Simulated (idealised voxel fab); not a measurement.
The following is a process module called voxel self aligned vias.
In the cross-section labelled cut, the width is 225 nm and each square cell is 5 nm.
Notation: cross-section as square-cell grid; stated in bands, top first, going down; one or more cell rows per band.
What a band's entry tells you: where the top is and where the bottom is, as heights in nm, and after that what lies inside, material by material from left to right, each with its width in nm. Empty space is written as the word "empty", and a single material marked with the word "full width" occupies the band from edge to edge.
All heights in this document are referenced to 0, defined as the level beneath which the wafer, as received, consists entirely of one material. The lowest band is not bounded below; it extends indefinitely downward and is written in the form "top 0, no bottom".
With a width like "30..40", each row of cells in the band differs from the next by the same amount, the top row carrying the first number and the bottom row the second.
When a step is marked "nothing different", none of the cells in the cross-section changed during that step.
"Sealed cavities" specifies each empty space that is not open to the top and that occupies no fewer than 8 cells, using the form width x height at distance, the distance measured from the left edge and all three quantities in nm.
Read whatever lies past the settings on a step's line as the simulator's own remark about the step.
"overlay nm" on a masked step: distance the mask lay right of its planned place, negative for left.

SET OUT BELOW ARE THE PLANNED STEPS OF THE PROCESS
1,RECEIVE,material Si
2,CONFORMAL_DEP,material SiO2,thk nm 10
3,CONFORMAL_DEP,material SiCN,thk nm 5
4,DIRECTIONAL_DEP,material lowk,thk nm 20
5,PATTERN,tone open,mask id LINES,material resist,width nm 20,pitch nm 60,thk nm 15,overlay nm 0
6,DIRECTIONAL_ETCH,etch materials lowk,depth nm 20
7,STRIP,etch materials resist
8,CONFORMAL_DEP,material TiN,thk nm 5
9,FILL_DEP,material W,thk nm 5
10,CMP,height nm 35
11,SELECTIVE_ETCH,etch materials W Ru TiN,depth nm 5
12,FILL_DEP,material SiN,thk nm 10
13,CMP,height nm 35
14,DIRECTIONAL_DEP,material lowk,thk nm 15
15,DIRECTIONAL_DEP,material aC,thk nm 15
16,PATTERN,tone open,mask id VIAS,material resist,width nm 40,pitch nm 60,thk nm 30,overlay nm 0
17,DIRECTIONAL_ETCH,etch materials aC,depth nm 15
18,STRIP,etch materials resist
19,DIRECTIONAL_ETCH,etch materials lowk,depth nm 15
20,DIRECTIONAL_ETCH,etch materials SiN,depth nm 5
21,STRIP,etch materials aC
22,CONFORMAL_DEP,material TiN,thk nm 5
23,FILL_DEP,material Cu,thk nm 5
24,CMP,height nm 50
25,CONFORMAL_DEP,material SiN,thk nm 5

WAFER CROSS-SECTION ON RECEIPT, I.E. AFTER STEP 1
  top 0, no bottom = Si full width
  Sealed cavities: none

CROSS-SECTIONAL RESULT AFTER MODULE COMPLETION. NOTE: STARTING CONDITION AND PLAN ARE UNCHANGED FROM ABOVE; ONE PROCESSING MISTAKE WAS MADE
  top 55, bottom 50 = SiN full width
  top 50, bottom 45 = Cu full width
  top 45, bottom 40 = TiN: 65, Cu: 30, TiN: 30, Cu: 30, TiN: 70
  top 40, bottom 35 = lowk: 60, TiN: 5, Cu: 30, TiN: 5, lowk: 20, TiN: 5, Cu: 30, TiN: 5, lowk: 65
  top 35, bottom 30 = lowk: 60, TiN: 40, lowk: 20, TiN: 40, lowk: 65
  top 30, bottom 20 = lowk: 60..70, TiN: 15..5, W: 10, TiN: 15..5, lowk: 20..40, TiN: 15..5, W: 10, TiN: 15..5, lowk: 65..75
  top 20, bottom 15 = lowk: 70, TiN: 20, lowk: 40, TiN: 20, lowk: 75
  top 15, bottom 10 = SiCN full width
  top 10, bottom 0 = SiO2 full width
  top 0, no bottom = Si full width
  Sealed cavities: none
Deviation noted in wafer processing: planned and actual differ for step 14; actual: DIRECTIONAL_DEP,material lowk,thk nm 5
